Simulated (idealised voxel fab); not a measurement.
process module | voxel wiring stack
cross-section cut | 260 nm wide | cells 5 nm
A cross-section is a grid of square cells, given in bands from the top down. A band is one or more rows of cells.
Each band's line starts with the height of the band's top and of its bottom, in nm. Then come its materials from left to right, each with its width in nm. One material with "throughout" fills the band from edge to edge. "air" is empty space.
Height 0 is the level under which the wafer as received is all one material. The lowest band goes on downwards, as in "0 down".
A width such as "30 to 40" changes by the same amount from each row of cells to the next, from the band's top row to its bottom row.
"no change" after a step means that no cell of the cross-section changed.
closed voids: empty space of 8 cells or more with no open way to the top, each as width x height at its distance from the left edge, in nm
after a step's settings: what the simulator itself notes on the step
overlay nm, on a step with a mask: how far to the right of its planned place the mask lay; to the left if negative
plan
1 op RECEIVE | material Si
2 op CONFORMAL_DEP | material SiO2 | thk nm 15
3 op DIRECTIONAL_DEP | material TiN | thk nm 5
4 op DIRECTIONAL_DEP | material W | thk nm 20
5 op PATTERN | tone cover | mask id METAL_1 | material resist | width nm 20 | pitch nm 45 | thk nm 15 | overlay nm 0
6 op DIRECTIONAL_ETCH | etch materials W | depth nm 20
7 op DIRECTIONAL_ETCH | etch materials TiN | depth nm 5
8 op STRIP | etch materials resist
9 op FILL_DEP | material SiO2 | thk nm 10
10 op CMP | height nm 40
11 op CONFORMAL_DEP | material SiCN | thk nm 5
12 op DIRECTIONAL_DEP | material lowk | thk nm 30
13 op DIRECTIONAL_DEP | material aC | thk nm 10
14 op PATTERN | tone open | mask id METAL_2_HOLES | material resist | width nm 15 | pitch nm 90 | thk nm 30 | overlay nm 0
15 op DIRECTIONAL_ETCH | etch materials aC | depth nm 10
16 op STRIP | etch materials resist
17 op DIRECTIONAL_ETCH | etch materials lowk | depth nm 30
18 op STRIP | etch materials aC
19 op PATTERN | tone open | mask id METAL_2 | material resist | width nm 20 | pitch nm 45 | thk nm 15 | overlay nm 0
20 op DIRECTIONAL_ETCH | etch materials lowk | depth nm 20
21 op DIRECTIONAL_ETCH | etch materials SiCN | depth nm 5
22 op STRIP | etch materials resist
23 op CONFORMAL_DEP | material TiN | thk nm 5
24 op FILL_DEP | material Ru | thk nm 5
25 op CMP | height nm 75
26 op CONFORMAL_DEP | material SiCN | thk nm 5
27 op DIRECTIONAL_DEP | material lowk | thk nm 10
28 op DIRECTIONAL_DEP | material aC | thk nm 15
29 op PATTERN | tone open | mask id PLUG_2 | material resist | width nm 15 | pitch nm 45 | thk nm 30 | overlay nm 0
30 op DIRECTIONAL_ETCH | etch materials aC | depth nm 15
31 op STRIP | etch materials resist
32 op DIRECTIONAL_ETCH | etch materials lowk | depth nm 10
33 op DIRECTIONAL_ETCH | etch materials SiCN | depth nm 5
34 op STRIP | etch materials aC
35 op CONFORMAL_DEP | material TiN | thk nm 5
36 op FILL_DEP | material Ru | thk nm 10
37 op CMP | height nm 90
38 op DIRECTIONAL_DEP | material TiN | thk nm 5
39 op DIRECTIONAL_DEP | material W | thk nm 15
40 op PATTERN | tone cover | mask id METAL_3 | material resist | width nm 20 | pitch nm 45 | thk nm 15 | overlay nm 0
41 op DIRECTIONAL_ETCH | etch materials W | depth nm 15
42 op DIRECTIONAL_ETCH | etch materials TiN | depth nm 5
43 op STRIP | etch materials resist
44 op FILL_DEP | material lowk | thk nm 5
45 op CMP | height nm 110
46 op CONFORMAL_DEP | material SiN | thk nm 5
first wafer, as planned
as received, after step 1
  0 down: Si throughout
  closed voids: none
after step 2
  15 to 0: SiO2 throughout
  below 0: unchanged
after step 3
  20 to 15: TiN throughout
  below 15: unchanged
after step 4
  40 to 20: W throughout
  below 20: unchanged
after step 5
  55 to 40: air 50 | resist 20 | air 25 | resist 20 | air 25 | resist 20 | air 25 | resist 20 | air 55
  below 40: unchanged
after step 6
  55 to 40: air 50 | resist 20 | air 25 | resist 20 | air 25 | resist 20 | air 25 | resist 20 | air 55
  40 to 20: air 50 | W 20 | air 25 | W 20 | air 25 | W 20 | air 25 | W 20 | air 55
  below 20: unchanged
after step 7
  55 to 40: air 50 | resist 20 | air 25 | resist 20 | air 25 | resist 20 | air 25 | resist 20 | air 55
  40 to 20: air 50 | W 20 | air 25 | W 20 | air 25 | W 20 | air 25 | W 20 | air 55
  20 to 15: air 50 | TiN 20 | air 25 | TiN 20 | air 25 | TiN 20 | air 25 | TiN 20 | air 55
  below 15: unchanged
after step 8
  40 to 20: air 50 | W 20 | air 25 | W 20 | air 25 | W 20 | air 25 | W 20 | air 55
  below 20: unchanged
after step 9
  50 to 40: SiO2 throughout
  40 to 20: SiO2 50 | W 20 | SiO2 25 | W 20 | SiO2 25 | W 20 | SiO2 25 | W 20 | SiO2 55
  20 to 15: SiO2 50 | TiN 20 | SiO2 25 | TiN 20 | SiO2 25 | TiN 20 | SiO2 25 | TiN 20 | SiO2 55
  below 15: unchanged
after step 10
  40 to 20: SiO2 50 | W 20 | SiO2 25 | W 20 | SiO2 25 | W 20 | SiO2 25 | W 20 | SiO2 55
  below 20: unchanged
after step 11
  45 to 40: SiCN throughout
  below 40: unchanged
after step 12
  75 to 45: lowk throughout
  below 45: unchanged
after step 13
  85 to 75: aC throughout
  below 75: unchanged
after step 14
  115 to 85: resist 50 | air 15 | resist 75 | air 15 | resist 105
  below 85: unchanged
after step 15
  105 to 85: resist 50 | air 15 | resist 75 | air 15 | resist 105
  85 to 75: aC 50 | air 15 | aC 75 | air 15 | aC 105
  below 75: unchanged
after step 16
  85 to 75: aC 50 | air 15 | aC 75 | air 15 | aC 105
  below 75: unchanged
after step 17
  85 to 75: aC 50 | air 15 | aC 75 | air 15 | aC 105
  75 to 45: lowk 50 | air 15 | lowk 75 | air 15 | lowk 105
  below 45: unchanged
after step 18
  75 to 45: lowk 50 | air 15 | lowk 75 | air 15 | lowk 105
  below 45: unchanged
after step 19
  90 to 75: resist 50 | air 20 | resist 25 | air 20 | resist 25 | air 20 | resist 25 | air 20 | resist 55
  below 75: unchanged
after step 20
  90 to 75: resist 50 | air 20 | resist 25 | air 20 | resist 25 | air 20 | resist 25 | air 20 | resist 55
  75 to 55: lowk 50 | air 20 | lowk 25 | air 20 | lowk 25 | air 20 | lowk 25 | air 20 | lowk 55
  below 55: unchanged
after step 21
  90 to 75: resist 50 | air 20 | resist 25 | air 20 | resist 25 | air 20 | resist 25 | air 20 | resist 55
  75 to 55: lowk 50 | air 20 | lowk 25 | air 20 | lowk 25 | air 20 | lowk 25 | air 20 | lowk 55
  55 to 45: lowk 50 | air 15 | lowk 75 | air 15 | lowk 105
  45 to 40: SiCN 50 | air 15 | SiCN 75 | air 15 | SiCN 105
  below 40: unchanged
after step 22
  75 to 55: lowk 50 | air 20 | lowk 25 | air 20 | lowk 25 | air 20 | lowk 25 | air 20 | lowk 55
  below 55: unchanged
after step 23
  80 to 75: TiN 55 | air 10 | TiN 35 | air 10 | TiN 35 | air 10 | TiN 35 | air 10 | TiN 60
  75 to 60: lowk 50 | TiN 5 | air 10 | TiN 5 | lowk 25 | TiN 5 | air 10 | TiN 5 | lowk 25 | TiN 5 | air 10 | TiN 5 | lowk 25 | TiN 5 | air 10 | TiN 5 | lowk 55
  60 to 55: lowk 50 | TiN 5 | air 5 | TiN 10 | lowk 25 | TiN 20 | lowk 25 | TiN 5 | air 5 | TiN 10 | lowk 25 | TiN 20 | lowk 55
  55 to 45: lowk 50 | TiN 5 | air 5 | TiN 5 | lowk 75 | TiN 5 | air 5 | TiN 5 | lowk 105
  45 to 40: SiCN 50 | TiN 15 | SiCN 75 | TiN 15 | SiCN 105
  below 40: unchanged
after step 24
  85 to 80: Ru throughout
  80 to 75: TiN 55 | Ru 10 | TiN 35 | Ru 10 | TiN 35 | Ru 10 | TiN 35 | Ru 10 | TiN 60
  75 to 60: lowk 50 | TiN 5 | Ru 10 | TiN 5 | lowk 25 | TiN 5 | Ru 10 | TiN 5 | lowk 25 | TiN 5 | Ru 10 | TiN 5 | lowk 25 | TiN 5 | Ru 10 | TiN 5 | lowk 55
  60 to 55: lowk 50 | TiN 5 | Ru 5 | TiN 10 | lowk 25 | TiN 20 | lowk 25 | TiN 5 | Ru 5 | TiN 10 | lowk 25 | TiN 20 | lowk 55
  55 to 45: lowk 50 | TiN 5 | Ru 5 | TiN 5 | lowk 75 | TiN 5 | Ru 5 | TiN 5 | lowk 105
  below 45: unchanged
after step 25
  75 to 60: lowk 50 | TiN 5 | Ru 10 | TiN 5 | lowk 25 | TiN 5 | Ru 10 | TiN 5 | lowk 25 | TiN 5 | Ru 10 | TiN 5 | lowk 25 | TiN 5 | Ru 10 | TiN 5 | lowk 55
  below 60: unchanged
after step 26
  80 to 75: SiCN throughout
  below 75: unchanged
after step 27
  90 to 80: lowk throughout
  below 80: unchanged
after step 28
  105 to 90: aC throughout
  below 90: unchanged
after step 29
  135 to 105: resist 50 | air 15 | resist 30 | air 15 | resist 30 | air 15 | resist 30 | air 15 | resist 60
  below 105: unchanged
after step 30
  120 to 105: resist 50 | air 15 | resist 30 | air 15 | resist 30 | air 15 | resist 30 | air 15 | resist 60
  105 to 90: aC 50 | air 15 | aC 30 | air 15 | aC 30 | air 15 | aC 30 | air 15 | aC 60
  below 90: unchanged
after step 31
  105 to 90: aC 50 | air 15 | aC 30 | air 15 | aC 30 | air 15 | aC 30 | air 15 | aC 60
  below 90: unchanged
after step 32
  105 to 90: aC 50 | air 15 | aC 30 | air 15 | aC 30 | air 15 | aC 30 | air 15 | aC 60
  90 to 80: lowk 50 | air 15 | lowk 30 | air 15 | lowk 30 | air 15 | lowk 30 | air 15 | lowk 60
  below 80: unchanged
after step 33
  105 to 90: aC 50 | air 15 | aC 30 | air 15 | aC 30 | air 15 | aC 30 | air 15 | aC 60
  90 to 80: lowk 50 | air 15 | lowk 30 | air 15 | lowk 30 | air 15 | lowk 30 | air 15 | lowk 60
  80 to 75: SiCN 50 | air 15 | SiCN 30 | air 15 | SiCN 30 | air 15 | SiCN 30 | air 15 | SiCN 60
  below 75: unchanged
after step 34
  90 to 80: lowk 50 | air 15 | lowk 30 | air 15 | lowk 30 | air 15 | lowk 30 | air 15 | lowk 60
  below 80: unchanged
after step 35
  95 to 90: TiN 55 | air 5 | TiN 40 | air 5 | TiN 40 | air 5 | TiN 40 | air 5 | TiN 65
  90 to 80: lowk 50 | TiN 5 | air 5 | TiN 5 | lowk 30 | TiN 5 | air 5 | TiN 5 | lowk 30 | TiN 5 | air 5 | TiN 5 | lowk 30 | TiN 5 | air 5 | TiN 5 | lowk 60
  80 to 75: SiCN 50 | TiN 15 | SiCN 30 | TiN 15 | SiCN 30 | TiN 15 | SiCN 30 | TiN 15 | SiCN 60
  below 75: unchanged
after step 36
  105 to 95: Ru throughout
  95 to 90: TiN 55 | Ru 5 | TiN 40 | Ru 5 | TiN 40 | Ru 5 | TiN 40 | Ru 5 | TiN 65
  90 to 80: lowk 50 | TiN 5 | Ru 5 | TiN 5 | lowk 30 | TiN 5 | Ru 5 | TiN 5 | lowk 30 | TiN 5 | Ru 5 | TiN 5 | lowk 30 | TiN 5 | Ru 5 | TiN 5 | lowk 60
  below 80: unchanged
after step 37
  90 to 80: lowk 50 | TiN 5 | Ru 5 | TiN 5 | lowk 30 | TiN 5 | Ru 5 | TiN 5 | lowk 30 | TiN 5 | Ru 5 | TiN 5 | lowk 30 | TiN 5 | Ru 5 | TiN 5 | lowk 60
  below 80: unchanged
after step 38
  95 to 90: TiN throughout
  below 90: unchanged
after step 39
  110 to 95: W throughout
  below 95: unchanged
after step 40
  125 to 110: air 50 | resist 20 | air 25 | resist 20 | air 25 | resist 20 | air 25 | resist 20 | air 55
  below 110: unchanged
after step 41
  125 to 110: air 50 | resist 20 | air 25 | resist 20 | air 25 | resist 20 | air 25 | resist 20 | air 55
  110 to 95: air 50 | W 20 | air 25 | W 20 | air 25 | W 20 | air 25 | W 20 | air 55
  below 95: unchanged
after step 42
  125 to 110: air 50 | resist 20 | air 25 | resist 20 | air 25 | resist 20 | air 25 | resist 20 | air 55
  110 to 95: air 50 | W 20 | air 25 | W 20 | air 25 | W 20 | air 25 | W 20 | air 55
  95 to 90: air 50 | TiN 20 | air 25 | TiN 20 | air 25 | TiN 20 | air 25 | TiN 20 | air 55
  below 90: unchanged
after step 43
  110 to 95: air 50 | W 20 | air 25 | W 20 | air 25 | W 20 | air 25 | W 20 | air 55
  below 95: unchanged
after step 44
  115 to 110: lowk throughout
  110 to 95: lowk 50 | W 20 | lowk 25 | W 20 | lowk 25 | W 20 | lowk 25 | W 20 | lowk 55
  95 to 90: lowk 50 | TiN 20 | lowk 25 | TiN 20 | lowk 25 | TiN 20 | lowk 25 | TiN 20 | lowk 55
  below 90: unchanged
after step 45
  110 to 95: lowk 50 | W 20 | lowk 25 | W 20 | lowk 25 | W 20 | lowk 25 | W 20 | lowk 55
  below 95: unchanged
after step 46
  115 to 110: SiN throughout
  below 110: unchanged
second wafer: like start, like plan, one mistake. Through step 25 it matches the first wafer
when step 26 should have ended
  80 to 75: lowk throughout
  below 75: unchanged
when step 27 should have ended
  90 to 75: lowk throughout
  below 75: unchanged
when step 28 should have ended
  105 to 90: aC throughout
  below 90: unchanged
when step 29 should have ended
  135 to 105: resist 50 | air 15 | resist 30 | air 15 | resist 30 | air 15 | resist 30 | air 15 | resist 60
  below 105: unchanged
when step 30 should have ended
  120 to 105: resist 50 | air 15 | resist 30 | air 15 | resist 30 | air 15 | resist 30 | air 15 | resist 60
  105 to 90: aC 50 | air 15 | aC 30 | air 15 | aC 30 | air 15 | aC 30 | air 15 | aC 60
  below 90: unchanged
when step 31 should have ended
  105 to 90: aC 50 | air 15 | aC 30 | air 15 | aC 30 | air 15 | aC 30 | air 15 | aC 60
  below 90: unchanged
when step 32 should have ended
  105 to 90: aC 50 | air 15 | aC 30 | air 15 | aC 30 | air 15 | aC 30 | air 15 | aC 60
  90 to 80: lowk 50 | air 15 | lowk 30 | air 15 | lowk 30 | air 15 | lowk 30 | air 15 | lowk 60
  below 80: unchanged
when step 33 should have ended: no change
when step 34 should have ended
  90 to 80: lowk 50 | air 15 | lowk 30 | air 15 | lowk 30 | air 15 | lowk 30 | air 15 | lowk 60
  below 80: unchanged
when step 35 should have ended
  95 to 90: TiN 55 | air 5 | TiN 40 | air 5 | TiN 40 | air 5 | TiN 40 | air 5 | TiN 65
  90 to 85: lowk 50 | TiN 5 | air 5 | TiN 5 | lowk 30 | TiN 5 | air 5 | TiN 5 | lowk 30 | TiN 5 | air 5 | TiN 5 | lowk 30 | TiN 5 | air 5 | TiN 5 | lowk 60
  85 to 80: lowk 50 | TiN 15 | lowk 30 | TiN 15 | lowk 30 | TiN 15 | lowk 30 | TiN 15 | lowk 60
  below 80: unchanged
when step 36 should have ended
  105 to 95: Ru throughout
  95 to 90: TiN 55 | Ru 5 | TiN 40 | Ru 5 | TiN 40 | Ru 5 | TiN 40 | Ru 5 | TiN 65
  90 to 85: lowk 50 | TiN 5 | Ru 5 | TiN 5 | lowk 30 | TiN 5 | Ru 5 | TiN 5 | lowk 30 | TiN 5 | Ru 5 | TiN 5 | lowk 30 | TiN 5 | Ru 5 | TiN 5 | lowk 60
  below 85: unchanged
when step 37 should have ended
  90 to 85: lowk 50 | TiN 5 | Ru 5 | TiN 5 | lowk 30 | TiN 5 | Ru 5 | TiN 5 | lowk 30 | TiN 5 | Ru 5 | TiN 5 | lowk 30 | TiN 5 | Ru 5 | TiN 5 | lowk 60
  below 85: unchanged
when step 38 should have ended
  95 to 90: TiN throughout
  below 90: unchanged
when step 39 should have ended
  110 to 95: W throughout
  below 95: unchanged
when step 40 should have ended
  125 to 110: air 50 | resist 20 | air 25 | resist 20 | air 25 | resist 20 | air 25 | resist 20 | air 55
  below 110: unchanged
when step 41 should have ended
  125 to 110: air 50 | resist 20 | air 25 | resist 20 | air 25 | resist 20 | air 25 | resist 20 | air 55
  110 to 95: air 50 | W 20 | air 25 | W 20 | air 25 | W 20 | air 25 | W 20 | air 55
  below 95: unchanged
when step 42 should have ended
  125 to 110: air 50 | resist 20 | air 25 | resist 20 | air 25 | resist 20 | air 25 | resist 20 | air 55
  110 to 95: air 50 | W 20 | air 25 | W 20 | air 25 | W 20 | air 25 | W 20 | air 55
  95 to 90: air 50 | TiN 20 | air 25 | TiN 20 | air 25 | TiN 20 | air 25 | TiN 20 | air 55
  below 90: unchanged
when step 43 should have ended
  110 to 95: air 50 | W 20 | air 25 | W 20 | air 25 | W 20 | air 25 | W 20 | air 55
  below 95: unchanged
when step 44 should have ended
  115 to 110: lowk throughout
  110 to 95: lowk 50 | W 20 | lowk 25 | W 20 | lowk 25 | W 20 | lowk 25 | W 20 | lowk 55
  95 to 90: lowk 50 | TiN 20 | lowk 25 | TiN 20 | lowk 25 | TiN 20 | lowk 25 | TiN 20 | lowk 55
  below 90: unchanged
when step 45 should have ended
  110 to 95: lowk 50 | W 20 | lowk 25 | W 20 | lowk 25 | W 20 | lowk 25 | W 20 | lowk 55
  below 95: unchanged
when step 46 should have ended
  115 to 110: SiN throughout
  below 110: unchanged
what went wrong: step 26 ran as: op CONFORMAL_DEP | material lowk | thk nm 5
at the end the second wafer has, in cells: 4 fewer of Ru | 40 fewer of SiCN | 8 fewer of TiN | 52 more of lowk
